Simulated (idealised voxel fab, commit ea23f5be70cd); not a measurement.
process module | voxel transistor to metal
cross-section cut | 165 nm wide | cells 5 nm
A cross-section is a grid of square cells, given in bands from the top down. A band is one or more rows of cells.
Each band's line starts with the height of the band's top and of its bottom, in nm. Then come its materials from left to right, each with its width in nm. One material with "throughout" fills the band from edge to edge. "air" is empty space.
Height 0 is the level under which the wafer as received is all one material. The lowest band goes on downwards, as in "0 down".
A width such as "30 to 40" changes by the same amount from each row of cells to the next, from the band's top row to its bottom row.
"no change" after a step means that no cell of the cross-section changed.
closed voids: empty space of 8 cells or more with no open way to the top, each as width x height at its distance from the left edge, in nm
after a step's settings: what the simulator itself notes on the step
overlay nm, on a step with a mask: how far to the right of its planned place the mask lay; to the left if negative
plan
1 op RECEIVE | material Si
2 op CONFORMAL_DEP | material SiO2 | thk nm 5
3 op CONFORMAL_DEP | material SiN | thk nm 10
4 op PATTERN | tone cover | mask id ACTIVE | material resist | width nm 105 | thk nm 15 | overlay nm 0
5 op DIRECTIONAL_ETCH | etch materials SiN | depth nm 10
6 op DIRECTIONAL_ETCH | etch materials SiO2 | depth nm 5
7 op DIRECTIONAL_ETCH | etch materials Si | depth nm 20
8 op STRIP | etch materials resist
9 op FILL_DEP | material SiO2 | thk nm 10
10 op CMP | height nm 15
11 op SELECTIVE_ETCH | etch materials SiO2 | depth nm 5
12 op STRIP | etch materials SiN
13 op SELECTIVE_ETCH | etch materials SiO2 | depth nm 5
14 op OXIDIZE | depth nm 5
15 op DIRECTIONAL_DEP | material polySi | thk nm 25
16 op DIRECTIONAL_DEP | material SiCN | thk nm 10
17 op DIRECTIONAL_DEP | material aC | thk nm 15
18 op PATTERN | tone cover | mask id GATE | material resist | width nm 15 | thk nm 30 | overlay nm 0
19 op DIRECTIONAL_ETCH | etch materials aC | depth nm 15
20 op STRIP | etch materials resist
21 op DIRECTIONAL_ETCH | etch materials SiCN | depth nm 20
22 op DIRECTIONAL_ETCH | etch materials polySi | depth nm 35
23 op STRIP | etch materials aC
24 op CONFORMAL_DEP | material SiO2 | thk nm 5
25 op DIRECTIONAL_ETCH | etch materials SiO2 | depth nm 5
26 op CONFORMAL_DEP | material SiN | thk nm 5
27 op DIRECTIONAL_ETCH | etch materials SiN | depth nm 5
28 op DIRECTIONAL_ETCH | etch materials SiO2 | depth nm 5
29 op EPI | material SiGe | thk nm 5
30 op FILL_DEP | material SiO2 | thk nm 10
31 op CMP | height nm 35
32 op DIRECTIONAL_DEP | material SiO2 | thk nm 10
33 op PATTERN | tone open | mask id CONTACT | material resist | width nm 20 | pitch nm 65 | thk nm 20 | overlay nm 0
34 op DIRECTIONAL_ETCH | etch materials SiO2 | depth nm 45
35 op STRIP | etch materials resist
36 op CONFORMAL_DEP | material TiN | thk nm 5
37 op FILL_DEP | material Ru | thk nm 5
38 op CMP | height nm 45
39 op DIRECTIONAL_DEP | material TiN | thk nm 5
40 op DIRECTIONAL_DEP | material W | thk nm 20
41 op MASKED_ETCH | tone cover | mask id METAL_1 | width nm 20 | pitch nm 65 | etch materials W | depth nm 20 | overlay nm 0
42 op MASKED_ETCH | tone cover | mask id METAL_1 | width nm 20 | pitch nm 65 | etch materials TiN | depth nm 5 | overlay nm 0
43 op CONFORMAL_DEP | material SiCN | thk nm 5
44 op FILL_DEP | material lowk | thk nm 10
45 op CMP | height nm 70
46 op CONFORMAL_DEP | material SiN | thk nm 5
as received, after step 1
  0 down: Si throughout
  closed voids: none
a wafer at the end: this start, this plan, one mistake
  75 to 70: SiN throughout
  70 to 50: lowk 35 | SiCN 5 | W 20 | SiCN 5 | lowk 35 | SiCN 5 | W 20 | SiCN 5 | lowk 35
  50 to 45: SiCN 40 | TiN 20 | SiCN 45 | TiN 20 | SiCN 40
  45 to 40: Ru 35 | TiN 5 | SiO2 20 | TiN 5 | Ru 35 | TiN 5 | SiO2 20 | TiN 5 | Ru 35
  40 to 35: Ru 35 | TiN 5 | SiO2 20 | TiN 45 | SiO2 20 | TiN 5 | Ru 35
  35 to 25: Ru 35 | TiN 5 | SiO2 20 | TiN 5 | SiN 5 | TiN 5 | SiCN 15 | TiN 5 | SiN 5 | TiN 5 | SiO2 20 | TiN 5 | Ru 35
  25 to 10: Ru 35 | TiN 5 | SiO2 20 | TiN 5 | SiN 5 | TiN 5 | polySi 15 | TiN 5 | SiN 5 | TiN 5 | SiO2 20 | TiN 5 | Ru 35
  10 to 5: Ru 25 | TiN 15 | SiO2 20 | TiN 5 | SiN 5 | TiN 5 | polySi 15 | TiN 5 | SiN 5 | TiN 5 | SiO2 20 | TiN 15 | Ru 25
  5 to 0: TiN 30 | SiN 5 | TiN 5 | SiO2 20 | TiN 5 | SiN 5 | TiN 5 | polySi 15 | TiN 5 | SiN 5 | TiN 5 | SiO2 20 | TiN 5 | SiN 5 | TiN 30
  0 to -5: SiO2 35 | SiGe 30 | SiO2 35 | SiGe 30 | SiO2 35
  -5 to -20: SiO2 30 | Si 105 | SiO2 30
  -20 down: Si throughout
  closed voids: none
what went wrong: step 33 ran as: op PATTERN | tone cover | mask id CONTACT | material resist | width nm 20 | pitch nm 65 | thk nm 20 | overlay nm 0
